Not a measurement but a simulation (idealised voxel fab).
voxel air gaps: a process module
Section shown: cut. Width: 295 nm. Cell size: 5 nm, square.
Cross-section format: a grid of square cells, given as bands from top to bottom; each band is one or more rows of cells.
What a band's entry tells you: where the top is and where the bottom is, as heights in nm, and after that what lies inside, material by material from left to right, each with its width in nm. Empty space is written as the word "air", and a single material marked with the word "everywhere" occupies the band from edge to edge.
The reference from which all heights are counted is 0, the level beneath which the as-received wafer is entirely one material; the lowest band, having no lower bound, proceeds downward and is written after the example "0..down".
Width spec "30->40" -> top row of cells at first value, bottom row at second value, equal per-row change in between.
Take "no change occurred" at face value: in the step it is given for, the cross-section changed in none of its cells.
"Enclosed cavities" - sealed voids, min. 8 cells, no opening to top; format: width x height at distance (distance from left edge; nm throughout).
Where a step's line continues beyond its settings, the continuation is a remark by the simulator itself on that step.
You can add "overlay nm" to a step's line. For a step with a mask, it describes how far the mask lay to the right of its planned position, and a negative number describes a lay to the left.
So here's the lineup of process steps we planned
| 1 | RECEIVE (material Si) |
| 2 | CONFORMAL_DEP (material SiO2; thk nm 10) |
| 3 | CONFORMAL_DEP (material SiCN; thk nm 5) |
| 4 | DIRECTIONAL_DEP (material SiO2; thk nm 40) |
| 5 | DIRECTIONAL_DEP (material aC; thk nm 15) |
| 6 | PATTERN (tone open; mask id LINES; material resist; width nm 25; pitch nm 50; thk nm 30; overlay nm 0) |
| 7 | DIRECTIONAL_ETCH (etch materials aC; depth nm 15) |
| 8 | STRIP (etch materials resist) |
| 9 | DIRECTIONAL_ETCH (etch materials SiO2; depth nm 40) |
| 10 | STRIP (etch materials aC) |
| 11 | CONFORMAL_DEP (material TiN; thk nm 5) |
| 12 | FILL_DEP (material Cu; thk nm 10) |
| 13 | CMP (height nm 55) |
| 14 | EPI (material Ru; thk nm 10) |
| 15 | SELECTIVE_ETCH (etch materials SiO2; depth nm 50) |
| 16 | CONFORMAL_DEP (material SiCN; thk nm 5) |
First of two wafers - as planned
The cross-section here shows the wafer as received, i.e. in its state after step 1
	0..down | Si everywhere
	Enclosed cavities: none
Sectional view: wafer, after step 2
	10..0 | SiO2 everywhere
	Everything below 0 is unchanged.
Sectional view: wafer, after step 3
	15..10 | SiCN everywhere
	Everything below 10 is unchanged.
Sectional view: wafer, after step 4
	55..15 | SiO2 everywhere
	Everything below 15 is unchanged.
Sectional view: wafer, after step 5
	70..55 | aC everywhere
	Everything below 55 is unchanged.
Sectional view: wafer, after step 6
	100..70 | resist=60, air=25, resist=25, air=25, resist=25, air=25, resist=25, air=25, resist=60
	Everything below 70 is unchanged.
Sectional view: wafer, after step 7
	85..70 | resist=60, air=25, resist=25, air=25, resist=25, air=25, resist=25, air=25, resist=60
	70..55 | aC=60, air=25, aC=25, air=25, aC=25, air=25, aC=25, air=25, aC=60
	Everything below 55 is unchanged.
Sectional view: wafer, after step 8
	70..55 | aC=60, air=25, aC=25, air=25, aC=25, air=25, aC=25, air=25, aC=60
	Everything below 55 is unchanged.
Sectional view: wafer, after step 9
	70..55 | aC=60, air=25, aC=25, air=25, aC=25, air=25, aC=25, air=25, aC=60
	55..15 | SiO2=60, air=25, SiO2=25, air=25, SiO2=25, air=25, SiO2=25, air=25, SiO2=60
	Everything below 15 is unchanged.
Sectional view: wafer, after step 10
	55..15 | SiO2=60, air=25, SiO2=25, air=25, SiO2=25, air=25, SiO2=25, air=25, SiO2=60
	Everything below 15 is unchanged.
Sectional view: wafer, after step 11
	60..55 | TiN=65, air=15, TiN=35, air=15, TiN=35, air=15, TiN=35, air=15, TiN=65
	55..20 | SiO2=60, TiN=5, air=15, TiN=5, SiO2=25, TiN=5, air=15, TiN=5, SiO2=25, TiN=5, air=15, TiN=5, SiO2=25, TiN=5, air=15, TiN=5, SiO2=60
	20..15 | SiO2=60, TiN=25, SiO2=25, TiN=25, SiO2=25, TiN=25, SiO2=25, TiN=25, SiO2=60
	Everything below 15 is unchanged.
Sectional view: wafer, after step 12
	70..60 | Cu everywhere
	60..55 | TiN=65, Cu=15, TiN=35, Cu=15, TiN=35, Cu=15, TiN=35, Cu=15, TiN=65
	55..20 | SiO2=60, TiN=5, Cu=15, TiN=5, SiO2=25, TiN=5, Cu=15, TiN=5, SiO2=25, TiN=5, Cu=15, TiN=5, SiO2=25, TiN=5, Cu=15, TiN=5, SiO2=60
	Everything below 20 is unchanged.
Sectional view: wafer, after step 13
	55..20 | SiO2=60, TiN=5, Cu=15, TiN=5, SiO2=25, TiN=5, Cu=15, TiN=5, SiO2=25, TiN=5, Cu=15, TiN=5, SiO2=25, TiN=5, Cu=15, TiN=5, SiO2=60
	Everything below 20 is unchanged.
Sectional view: wafer, after step 14
	65..55 | air=50, Ru=45, air=5, Ru=45, air=5, Ru=45, air=5, Ru=45, air=50
	Everything below 55 is unchanged.
Sectional view: wafer, after step 15
	65..55 | air=50, Ru=45, air=5, Ru=45, air=5, Ru=45, air=5, Ru=45, air=50
	55..20 | air=60, TiN=5, Cu=15, TiN=5, air=25, TiN=5, Cu=15, TiN=5, air=25, TiN=5, Cu=15, TiN=5, air=25, TiN=5, Cu=15, TiN=5, air=60
	20..15 | air=60, TiN=25, air=25, TiN=25, air=25, TiN=25, air=25, TiN=25, air=60
	Everything below 15 is unchanged.
Sectional view: wafer, after step 16
	70..65 | air=45, SiCN=205, air=45
	65..55 | air=45, SiCN=5, Ru=45, SiCN=5, Ru=45, SiCN=5, Ru=45, SiCN=5, Ru=45, SiCN=5, air=45
	55..50 | air=45, SiCN=15, TiN=5, Cu=15, TiN=5, SiCN=25, TiN=5, Cu=15, TiN=5, SiCN=25, TiN=5, Cu=15, TiN=5, SiCN=25, TiN=5, Cu=15, TiN=5, SiCN=15, air=45
	50..20 | air=55, SiCN=5, TiN=5, Cu=15, TiN=5, SiCN=5, air=15, SiCN=5, TiN=5, Cu=15, TiN=5, SiCN=5, air=15, SiCN=5, TiN=5, Cu=15, TiN=5, SiCN=5, air=15, SiCN=5, TiN=5, Cu=15, TiN=5, SiCN=5, air=55
	20..15 | SiCN=60, TiN=25, SiCN=25, TiN=25, SiCN=25, TiN=25, SiCN=25, TiN=25, SiCN=60
	Everything below 15 is unchanged.
	Enclosed cavities: 15 x 30 at 90; 15 x 30 at 140; 15 x 30 at 190
The remaining wafer, second of the two, started like the first and was run to the same plan, except that one mistake was made along the way; the two coincide through step 11, inclusive
The second wafer in cross-section, at the planned close of step 12
	70..60 | SiCN everywhere
	60..55 | TiN=65, SiCN=15, TiN=35, SiCN=15, TiN=35, SiCN=15, TiN=35, SiCN=15, TiN=65
	55..20 | SiO2=60, TiN=5, SiCN=15, TiN=5, SiO2=25, TiN=5, SiCN=15, TiN=5, SiO2=25, TiN=5, SiCN=15, TiN=5, SiO2=25, TiN=5, SiCN=15, TiN=5, SiO2=60
	Everything below 20 is unchanged.
The second wafer in cross-section, at the planned close of step 13
	55..20 | SiO2=60, TiN=5, SiCN=15, TiN=5, SiO2=25, TiN=5, SiCN=15, TiN=5, SiO2=25, TiN=5, SiCN=15, TiN=5, SiO2=25, TiN=5, SiCN=15, TiN=5, SiO2=60
	Everything below 20 is unchanged.
The second wafer in cross-section, at the planned close of step 14
	65..55 | air=50, Ru=45, air=5, Ru=45, air=5, Ru=45, air=5, Ru=45, air=50
	Everything below 55 is unchanged.
The second wafer in cross-section, at the planned close of step 15
	65..55 | air=50, Ru=45, air=5, Ru=45, air=5, Ru=45, air=5, Ru=45, air=50
	55..20 | air=60, TiN=5, SiCN=15, TiN=5, air=25, TiN=5, SiCN=15, TiN=5, air=25, TiN=5, SiCN=15, TiN=5, air=25, TiN=5, SiCN=15, TiN=5, air=60
	20..15 | air=60, TiN=25, air=25, TiN=25, air=25, TiN=25, air=25, TiN=25, air=60
	Everything below 15 is unchanged.
The second wafer in cross-section, at the planned close of step 16
	70..65 | air=45, SiCN=205, air=45
	65..55 | air=45, SiCN=5, Ru=45, SiCN=5, Ru=45, SiCN=5, Ru=45, SiCN=5, Ru=45, SiCN=5, air=45
	55..50 | air=45, SiCN=15, TiN=5, SiCN=15, TiN=5, SiCN=25, TiN=5, SiCN=15, TiN=5, SiCN=25, TiN=5, SiCN=15, TiN=5, SiCN=25, TiN=5, SiCN=15, TiN=5, SiCN=15, air=45
	50..20 | air=55, SiCN=5, TiN=5, SiCN=15, TiN=5, SiCN=5, air=15, SiCN=5, TiN=5, SiCN=15, TiN=5, SiCN=5, air=15, SiCN=5, TiN=5, SiCN=15, TiN=5, SiCN=5, air=15, SiCN=5, TiN=5, SiCN=15, TiN=5, SiCN=5, air=55
	20..15 | SiCN=60, TiN=25, SiCN=25, TiN=25, SiCN=25, TiN=25, SiCN=25, TiN=25, SiCN=60
	Everything below 15 is unchanged.
	Enclosed cavities: 15 x 30 at 90; 15 x 30 at 140; 15 x 30 at 190
Diagnosis: rather than as planned, step 12 actually ran as FILL_DEP (material SiCN; thk nm 10)
Materials where the second wafer ends with more or fewer cells than the first: 84 fewer of Cu; 84 more of SiCN
